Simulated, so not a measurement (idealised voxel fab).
process module | voxel trench capacitor
cross-section cut | 290 nm wide | cells 5 nm
A cross-section is a grid of square cells, given in bands from the top down. A band is one or more rows of cells.
Each band's line starts with the height of the band's top and of its bottom, in nm. Then come its materials from left to right, each with its width in nm. One material with "throughout" fills the band from edge to edge. "air" is empty space.
Height 0 is the level under which the wafer as received is all one material. The lowest band goes on downwards, as in "0 down".
A width such as "30 to 40" changes by the same amount from each row of cells to the next, from the band's top row to its bottom row.
"no change" after a step means that no cell of the cross-section changed.
closed voids: empty space of 8 cells or more with no open way to the top, each as width x height at its distance from the left edge, in nm
after a step's settings: what the simulator itself notes on the step
overlay nm, on a step with a mask: how far to the right of its planned place the mask lay; to the left if negative
plan
1 op RECEIVE | material Si
2 op CONFORMAL_DEP | material SiN | thk nm 5
3 op DIRECTIONAL_DEP | material aC | thk nm 10
4 op PATTERN | tone open | mask id TRENCH | material resist | width nm 25 | pitch nm 50 | thk nm 25 | overlay nm 0
5 op DIRECTIONAL_ETCH | etch materials aC | depth nm 10
6 op STRIP | etch materials resist
7 op DIRECTIONAL_ETCH | etch materials SiN | depth nm 5
8 op DIRECTIONAL_ETCH | etch materials Si | depth nm 30
9 op STRIP | etch materials aC
10 op CONFORMAL_DEP | material SiO2 | thk nm 5
11 op FILL_DEP | material polySi | thk nm 10
12 op CMP | height nm 5
first wafer, as planned
as received, after step 1
  0 down: Si throughout
  closed voids: none
after step 2
  5 to 0: SiN throughout
  below 0: unchanged
after step 3
  15 to 5: aC throughout
  below 5: unchanged
after step 4
  40 to 15: resist 55 | air 25 | resist 25 | air 25 | resist 25 | air 25 | resist 25 | air 25 | resist 60
  below 15: unchanged
after step 5
  30 to 15: resist 55 | air 25 | resist 25 | air 25 | resist 25 | air 25 | resist 25 | air 25 | resist 60
  15 to 5: aC 55 | air 25 | aC 25 | air 25 | aC 25 | air 25 | aC 25 | air 25 | aC 60
  below 5: unchanged
after step 6
  15 to 5: aC 55 | air 25 | aC 25 | air 25 | aC 25 | air 25 | aC 25 | air 25 | aC 60
  below 5: unchanged
after step 7
  15 to 5: aC 55 | air 25 | aC 25 | air 25 | aC 25 | air 25 | aC 25 | air 25 | aC 60
  5 to 0: SiN 55 | air 25 | SiN 25 | air 25 | SiN 25 | air 25 | SiN 25 | air 25 | SiN 60
  below 0: unchanged
after step 8
  15 to 5: aC 55 | air 25 | aC 25 | air 25 | aC 25 | air 25 | aC 25 | air 25 | aC 60
  5 to 0: SiN 55 | air 25 | SiN 25 | air 25 | SiN 25 | air 25 | SiN 25 | air 25 | SiN 60
  0 to -30: Si 55 | air 25 | Si 25 | air 25 | Si 25 | air 25 | Si 25 | air 25 | Si 60
  below -30: unchanged
after step 9
  5 to 0: SiN 55 | air 25 | SiN 25 | air 25 | SiN 25 | air 25 | SiN 25 | air 25 | SiN 60
  below 0: unchanged
after step 10
  10 to 5: SiO2 60 | air 15 | SiO2 35 | air 15 | SiO2 35 | air 15 | SiO2 35 | air 15 | SiO2 65
  5 to 0: SiN 55 | SiO2 5 | air 15 | SiO2 5 | SiN 25 | SiO2 5 | air 15 | SiO2 5 | SiN 25 | SiO2 5 | air 15 | SiO2 5 | SiN 25 | SiO2 5 | air 15 | SiO2 5 | SiN 60
  0 to -25: Si 55 | SiO2 5 | air 15 | SiO2 5 | Si 25 | SiO2 5 | air 15 | SiO2 5 | Si 25 | SiO2 5 | air 15 | SiO2 5 | Si 25 | SiO2 5 | air 15 | SiO2 5 | Si 60
  -25 to -30: Si 55 | SiO2 25 | Si 25 | SiO2 25 | Si 25 | SiO2 25 | Si 25 | SiO2 25 | Si 60
  below -30: unchanged
after step 11
  20 to 10: polySi throughout
  10 to 5: SiO2 60 | polySi 15 | SiO2 35 | polySi 15 | SiO2 35 | polySi 15 | SiO2 35 | polySi 15 | SiO2 65
  5 to 0: SiN 55 | SiO2 5 | polySi 15 | SiO2 5 | SiN 25 | SiO2 5 | polySi 15 | SiO2 5 | SiN 25 | SiO2 5 | polySi 15 | SiO2 5 | SiN 25 | SiO2 5 | polySi 15 | SiO2 5 | SiN 60
  0 to -25: Si 55 | SiO2 5 | polySi 15 | SiO2 5 | Si 25 | SiO2 5 | polySi 15 | SiO2 5 | Si 25 | SiO2 5 | polySi 15 | SiO2 5 | Si 25 | SiO2 5 | polySi 15 | SiO2 5 | Si 60
  below -25: unchanged
after step 12
  5 to 0: SiN 55 | SiO2 5 | polySi 15 | SiO2 5 | SiN 25 | SiO2 5 | polySi 15 | SiO2 5 | SiN 25 | SiO2 5 | polySi 15 | SiO2 5 | SiN 25 | SiO2 5 | polySi 15 | SiO2 5 | SiN 60
  below 0: unchanged
second wafer: like start, like plan, one mistake. Through step 3 it matches the first wafer
when step 4 should have ended
  40 to 15: resist 45 | air 25 | resist 25 | air 25 | resist 25 | air 25 | resist 25 | air 25 | resist 70
  below 15: unchanged
when step 5 should have ended
  30 to 15: resist 45 | air 25 | resist 25 | air 25 | resist 25 | air 25 | resist 25 | air 25 | resist 70
  15 to 5: aC 45 | air 25 | aC 25 | air 25 | aC 25 | air 25 | aC 25 | air 25 | aC 70
  below 5: unchanged
when step 6 should have ended
  15 to 5: aC 45 | air 25 | aC 25 | air 25 | aC 25 | air 25 | aC 25 | air 25 | aC 70
  below 5: unchanged
when step 7 should have ended
  15 to 5: aC 45 | air 25 | aC 25 | air 25 | aC 25 | air 25 | aC 25 | air 25 | aC 70
  5 to 0: SiN 45 | air 25 | SiN 25 | air 25 | SiN 25 | air 25 | SiN 25 | air 25 | SiN 70
  below 0: unchanged
when step 8 should have ended
  15 to 5: aC 45 | air 25 | aC 25 | air 25 | aC 25 | air 25 | aC 25 | air 25 | aC 70
  5 to 0: SiN 45 | air 25 | SiN 25 | air 25 | SiN 25 | air 25 | SiN 25 | air 25 | SiN 70
  0 to -30: Si 45 | air 25 | Si 25 | air 25 | Si 25 | air 25 | Si 25 | air 25 | Si 70
  below -30: unchanged
when step 9 should have ended
  5 to 0: SiN 45 | air 25 | SiN 25 | air 25 | SiN 25 | air 25 | SiN 25 | air 25 | SiN 70
  below 0: unchanged
when step 10 should have ended
  10 to 5: SiO2 50 | air 15 | SiO2 35 | air 15 | SiO2 35 | air 15 | SiO2 35 | air 15 | SiO2 75
  5 to 0: SiN 45 | SiO2 5 | air 15 | SiO2 5 | SiN 25 | SiO2 5 | air 15 | SiO2 5 | SiN 25 | SiO2 5 | air 15 | SiO2 5 | SiN 25 | SiO2 5 | air 15 | SiO2 5 | SiN 70
  0 to -25: Si 45 | SiO2 5 | air 15 | SiO2 5 | Si 25 | SiO2 5 | air 15 | SiO2 5 | Si 25 | SiO2 5 | air 15 | SiO2 5 | Si 25 | SiO2 5 | air 15 | SiO2 5 | Si 70
  -25 to -30: Si 45 | SiO2 25 | Si 25 | SiO2 25 | Si 25 | SiO2 25 | Si 25 | SiO2 25 | Si 70
  below -30: unchanged
when step 11 should have ended
  20 to 10: polySi throughout
  10 to 5: SiO2 50 | polySi 15 | SiO2 35 | polySi 15 | SiO2 35 | polySi 15 | SiO2 35 | polySi 15 | SiO2 75
  5 to 0: SiN 45 | SiO2 5 | polySi 15 | SiO2 5 | SiN 25 | SiO2 5 | polySi 15 | SiO2 5 | SiN 25 | SiO2 5 | polySi 15 | SiO2 5 | SiN 25 | SiO2 5 | polySi 15 | SiO2 5 | SiN 70
  0 to -25: Si 45 | SiO2 5 | polySi 15 | SiO2 5 | Si 25 | SiO2 5 | polySi 15 | SiO2 5 | Si 25 | SiO2 5 | polySi 15 | SiO2 5 | Si 25 | SiO2 5 | polySi 15 | SiO2 5 | Si 70
  below -25: unchanged
when step 12 should have ended
  5 to 0: SiN 45 | SiO2 5 | polySi 15 | SiO2 5 | SiN 25 | SiO2 5 | polySi 15 | SiO2 5 | SiN 25 | SiO2 5 | polySi 15 | SiO2 5 | SiN 25 | SiO2 5 | polySi 15 | SiO2 5 | SiN 70
  below 0: unchanged
what went wrong: step 4 ran as: op PATTERN | tone open | mask id TRENCH | material resist | width nm 25 | pitch nm 50 | thk nm 25 | overlay nm -10
at the end the second wafer has, in cells: as many of each material as the first, in other places
